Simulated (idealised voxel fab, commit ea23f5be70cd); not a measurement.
The following process module bears the name voxel tone inversion.
The width of the displayed cross-section, cut, is 190 nm; its cells are square, with a size of 5 nm.
Cross-section, as written here: a square-cell grid given band by band from the top down, where a band holds one or more rows of cells. Look at the band entry: it leads with the top's height and the bottom's height in nm. Then it lists the materials left to right, with a width in nm for each. The word "full width" on a single material says that material fills the band edge to edge. The word "empty" is empty space. It should be noted that heights are counted from 0, beneath which the wafer as supplied is of one material throughout, and that the lowest band possesses no lower boundary but continues downward, as written in "from 0 down". Think of "30 to 40" as a width that walks from the first number to the second as you go down the band, top row to bottom row, taking equal-sized steps from row to row. "no alteration", as given for a step, is the statement that not any cell of the cross-section underwent a change during that step. Voids not open to the top, 8 cells minimum: see "Closed void table". Written width x height at distance; distance is from the left edge; nm. On each step's line, the part that comes after the settings is the simulator's own comment on the step. A step's line can hold "overlay nm"; with a mask on that step, the setting says how far right of the planned place the mask lay, while a negative setting says it lay to the left.

**The steps planned for the process are as follows**
step 1: RECEIVE with material Si
step 2: CONFORMAL_DEP with material SiN, thk nm 10
step 3: DIRECTIONAL_DEP with material polySi, thk nm 25
step 4: PATTERN with tone cover, mask id POSTS, material resist, width nm 15, pitch nm 30, thk nm 30, overlay nm 0
step 5: DIRECTIONAL_ETCH with etch materials polySi, depth nm 25
step 6: STRIP with etch materials resist
step 7: FILL_DEP with material SiO2, thk nm 10
step 8: CMP with height nm 35
step 9: STRIP with etch materials polySi
step 10: CONFORMAL_DEP with material TiN, thk nm 5
step 11: FILL_DEP with material W, thk nm 5
step 12: CMP with height nm 35
step 13: CONFORMAL_DEP with material SiN, thk nm 5

**Wafer cross-section on receipt, i.e. after step 1**
  from 0 down  Si full width
  Closed void table: none

**Looking at the first of two wafers in cross-section at end of module - ran to plan**
  from 40 to 35  SiN full width
  from 35 to 15  55 nm SiO2 | 5 nm TiN | 5 nm W | 5 nm TiN | 15 nm SiO2 | 5 nm TiN | 5 nm W | 5 nm TiN | 15 nm SiO2 | 5 nm TiN | 5 nm W | 5 nm TiN | 60 nm SiO2
  from 15 to 10  55 nm SiO2 | 15 nm TiN | 15 nm SiO2 | 15 nm TiN | 15 nm SiO2 | 15 nm TiN | 60 nm SiO2
  from 10 to 0  SiN full width
  from 0 down  Si full width
  Closed void table: none

**Module end: cross-section of wafer two of two. Same start and process plan as the first wafer. One mistake during execution**
  from 40 to 35  SiN full width
  from 35 to 25  SiO2 full width
  from 25 to 0  55 nm SiO2 | 15 nm polySi | 15 nm SiO2 | 15 nm polySi | 15 nm SiO2 | 15 nm polySi | 60 nm SiO2
  from 0 down  Si full width
  Closed void table: none
Want to know what went wrong? the run left out plan step 2 entirely, so it was never executed
The second wafer ends with more or fewer cells of some materials than the first, per final count: -76 SiN; +76 SiO2; -33 TiN; -12 W; +45 polySi
